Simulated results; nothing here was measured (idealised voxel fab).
Module name: voxel trench capacitor (process module)
This is section cut - it's 255 nm across, gridded in 5 nm square cells.
The cross-sections in this document take the form of a grid made of square cells. They are written out as bands, in order from top to bottom. Each band consists of one or more rows of cells. For a band, the entry starts with two heights in nm, that of the top and then that of the bottom, and carries on with the band's materials in order from left to right, each alongside its width in nm; the word "everywhere" beside a single material means it fills the band edge to edge, and "air" means empty space. Heads up on the height convention: 0 is the point under which the incoming wafer is all one material, and the lowest band has no bottom, it just keeps going down, like "0 -> down". Width "30..40": first value at the band's top row of cells, second value at its bottom row, equal change from row to row. No cell of the cross-section changed in a step that is given as "nothing got changed". So "Entrapped void list" is basically the list of trapped voids: any empty space of 8 cells or more that can't reach the top through an opening. They're written width x height at distance, the distance being from the left edge, and it's all nm. Heads up: the bit after the settings on a step's line is the simulator's remark on that step. On any step carrying a mask, the "overlay nm" setting, if present on the step's line, tells how far right of its planned place the mask lay; negative values point to the left.
**Process steps - plan**
1. RECEIVE,material Si
2. CONFORMAL_DEP,material SiN,thk nm 10
3. MASKED_ETCH,tone open,mask id TRENCH,width nm 25,pitch nm 45,etch materials SiN,depth nm 10,overlay nm 0
4. MASKED_ETCH,tone open,mask id TRENCH,width nm 25,pitch nm 45,etch materials Si,depth nm 25,overlay nm 0
5. CONFORMAL_DEP,material Al2O3,thk nm 5
6. CONFORMAL_DEP,material TiN,thk nm 5
7. FILL_DEP,material W,thk nm 5
8. CMP,height nm 10
**First wafer of two (run as planned)**
**This is the cross-section of the wafer as we received it, i.e. after step 1**
0 -> down: Si everywhere
Entrapped void list: none
**Presented here is a cross-section of the wafer after step 2 has been performed**
10 -> 0: SiN everywhere
Everything under 0 stays put, no change at all.
**Presented here is a cross-section of the wafer after step 3 has been performed**
10 -> 0: 45 SiN, then 25 air, then 20 SiN, then 25 air, then 20 SiN, then 25 air, then 20 SiN, then 25 air, then 50 SiN
Everything under 0 stays put, no change at all.
**Presented here is a cross-section of the wafer after step 4 has been performed**
10 -> 0: 45 SiN, then 25 air, then 20 SiN, then 25 air, then 20 SiN, then 25 air, then 20 SiN, then 25 air, then 50 SiN
0 -> -25: 45 Si, then 25 air, then 20 Si, then 25 air, then 20 Si, then 25 air, then 20 Si, then 25 air, then 50 Si
Everything under -25 stays put, no change at all.
**Presented here is a cross-section of the wafer after step 5 has been performed**
15 -> 10: 50 Al2O3, then 15 air, then 30 Al2O3, then 15 air, then 30 Al2O3, then 15 air, then 30 Al2O3, then 15 air, then 55 Al2O3
10 -> 0: 45 SiN, then 5 Al2O3, then 15 air, then 5 Al2O3, then 20 SiN, then 5 Al2O3, then 15 air, then 5 Al2O3, then 20 SiN, then 5 Al2O3, then 15 air, then 5 Al2O3, then 20 SiN, then 5 Al2O3, then 15 air, then 5 Al2O3, then 50 SiN
0 -> -20: 45 Si, then 5 Al2O3, then 15 air, then 5 Al2O3, then 20 Si, then 5 Al2O3, then 15 air, then 5 Al2O3, then 20 Si, then 5 Al2O3, then 15 air, then 5 Al2O3, then 20 Si, then 5 Al2O3, then 15 air, then 5 Al2O3, then 50 Si
-20 -> -25: 45 Si, then 25 Al2O3, then 20 Si, then 25 Al2O3, then 20 Si, then 25 Al2O3, then 20 Si, then 25 Al2O3, then 50 Si
Everything under -25 stays put, no change at all.
**Presented here is a cross-section of the wafer after step 6 has been performed**
20 -> 15: 55 TiN, then 5 air, then 40 TiN, then 5 air, then 40 TiN, then 5 air, then 40 TiN, then 5 air, then 60 TiN
15 -> 10: 50 Al2O3, then 5 TiN, then 5 air, then 5 TiN, then 30 Al2O3, then 5 TiN, then 5 air, then 5 TiN, then 30 Al2O3, then 5 TiN, then 5 air, then 5 TiN, then 30 Al2O3, then 5 TiN, then 5 air, then 5 TiN, then 55 Al2O3
10 -> 0: 45 SiN, then 5 Al2O3, then 5 TiN, then 5 air, then 5 TiN, then 5 Al2O3, then 20 SiN, then 5 Al2O3, then 5 TiN, then 5 air, then 5 TiN, then 5 Al2O3, then 20 SiN, then 5 Al2O3, then 5 TiN, then 5 air, then 5 TiN, then 5 Al2O3, then 20 SiN, then 5 Al2O3, then 5 TiN, then 5 air, then 5 TiN, then 5 Al2O3, then 50 SiN
0 -> -15: 45 Si, then 5 Al2O3, then 5 TiN, then 5 air, then 5 TiN, then 5 Al2O3, then 20 Si, then 5 Al2O3, then 5 TiN, then 5 air, then 5 TiN, then 5 Al2O3, then 20 Si, then 5 Al2O3, then 5 TiN, then 5 air, then 5 TiN, then 5 Al2O3, then 20 Si, then 5 Al2O3, then 5 TiN, then 5 air, then 5 TiN, then 5 Al2O3, then 50 Si
-15 -> -20: 45 Si, then 5 Al2O3, then 15 TiN, then 5 Al2O3, then 20 Si, then 5 Al2O3, then 15 TiN, then 5 Al2O3, then 20 Si, then 5 Al2O3, then 15 TiN, then 5 Al2O3, then 20 Si, then 5 Al2O3, then 15 TiN, then 5 Al2O3, then 50 Si
Everything under -20 stays put, no change at all.
**Presented here is a cross-section of the wafer after step 7 has been performed**
25 -> 20: W everywhere
20 -> 15: 55 TiN, then 5 W, then 40 TiN, then 5 W, then 40 TiN, then 5 W, then 40 TiN, then 5 W, then 60 TiN
15 -> 10: 50 Al2O3, then 5 TiN, then 5 W, then 5 TiN, then 30 Al2O3, then 5 TiN, then 5 W, then 5 TiN, then 30 Al2O3, then 5 TiN, then 5 W, then 5 TiN, then 30 Al2O3, then 5 TiN, then 5 W, then 5 TiN, then 55 Al2O3
10 -> 0: 45 SiN, then 5 Al2O3, then 5 TiN, then 5 W, then 5 TiN, then 5 Al2O3, then 20 SiN, then 5 Al2O3, then 5 TiN, then 5 W, then 5 TiN, then 5 Al2O3, then 20 SiN, then 5 Al2O3, then 5 TiN, then 5 W, then 5 TiN, then 5 Al2O3, then 20 SiN, then 5 Al2O3, then 5 TiN, then 5 W, then 5 TiN, then 5 Al2O3, then 50 SiN
0 -> -15: 45 Si, then 5 Al2O3, then 5 TiN, then 5 W, then 5 TiN, then 5 Al2O3, then 20 Si, then 5 Al2O3, then 5 TiN, then 5 W, then 5 TiN, then 5 Al2O3, then 20 Si, then 5 Al2O3, then 5 TiN, then 5 W, then 5 TiN, then 5 Al2O3, then 20 Si, then 5 Al2O3, then 5 TiN, then 5 W, then 5 TiN, then 5 Al2O3, then 50 Si
Everything under -15 stays put, no change at all.
**Presented here is a cross-section of the wafer after step 8 has been performed**
10 -> 0: 45 SiN, then 5 Al2O3, then 5 TiN, then 5 W, then 5 TiN, then 5 Al2O3, then 20 SiN, then 5 Al2O3, then 5 TiN, then 5 W, then 5 TiN, then 5 Al2O3, then 20 SiN, then 5 Al2O3, then 5 TiN, then 5 W, then 5 TiN, then 5 Al2O3, then 20 SiN, then 5 Al2O3, then 5 TiN, then 5 W, then 5 TiN, then 5 Al2O3, then 50 SiN
Everything under 0 stays put, no change at all.
**It is to be noted that the second wafer proceeded from the same initial state and according to the same plan as the first, although one mistake was committed in its execution; through step 7, inclusive, the two wafers share an identical history**
Second wafer cross-section, taken as of the time the plan sets for step 8 to be done: nothing got changed
Diagnosis: step 8 was dropped from the plan's execution and never run
Once processing is complete, comparing cell counts shows that the second wafer has more or fewer of certain materials than the first: +39 Al2O3 | +55 TiN | +59 W
